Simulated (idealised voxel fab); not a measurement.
Process module heading - voxel plated lines
Each square cell in cross-section cut measures 5 nm, and the section as a whole is 240 nm wide.
In this document a cross-section is written as a grid of square cells. It is given as a series of bands, listed from the top down, and a band is one or more rows of cells. Basically the band line says how high the top is and how high the bottom is, in nm, and then what's in it from left to right, every material with its width in nm. Empty space shows up as "empty", and if a single material carries "edge to edge" it runs the full band edge to edge. We count height from 0. Below that, the starting wafer is all one material. The lowest band never ends at the bottom but goes on down; see "0 -> down" for how that is written. The two numbers in a width such as "30..40" mark its ends across the band: the first belongs to the top row of cells, the second to the bottom row, and from each row to the next the width moves by the same amount. Any step labelled "everything unchanged" changed none of the cells in the cross-section. "Tabulated closed voids" specifies each empty space that is not open to the top and that occupies no fewer than 8 cells, using the form width x height at distance, the distance measured from the left edge and all three quantities in nm. Note: text after step settings on the step line = simulator remark on that step. A step's line can hold "overlay nm"; with a mask on that step, the setting says how far right of the planned place the mask lay, while a negative setting says it lay to the left.
The process steps that were planned are listed below
1. RECEIVE with material Si
2. CONFORMAL_DEP with material Al2O3, thk nm 5
3. DIRECTIONAL_DEP with material TiN, thk nm 5
4. PATTERN with tone open, mask id LINES, material resist, width nm 20, pitch nm 50, thk nm 40, overlay nm 0
5. EPI with material Ru, thk nm 10
6. EPI with material Ru, thk nm 10
7. EPI with material Ru, thk nm 5
8. STRIP with etch materials resist
9. DIRECTIONAL_ETCH with etch materials TiN, depth nm 5
10. CONFORMAL_DEP with material SiO2, thk nm 10
Wafer at receipt (post step 1), cross-section
0 -> down | Si edge to edge
Tabulated closed voids: none
Module complete, cross-section. Starting point and plan per above. One mistake made in running the module
45 -> 35 | SiO2 edge to edge
35 -> 10 | Ru: 35, SiO2: 20, Ru: 30, SiO2: 20, Ru: 30, SiO2: 20, Ru: 30, SiO2: 20, Ru: 35
10 -> 5 | TiN: 35, SiO2: 20, TiN: 30, SiO2: 20, TiN: 30, SiO2: 20, TiN: 30, SiO2: 20, TiN: 35
5 -> 0 | Al2O3 edge to edge
0 -> down | Si edge to edge
Tabulated closed voids: none
Nonconformance to the process plan: in deviation from the planned setting, step 4 was conducted as PATTERN with tone cover, mask id LINES, material resist, width nm 20, pitch nm 50, thk nm 40, overlay nm 0
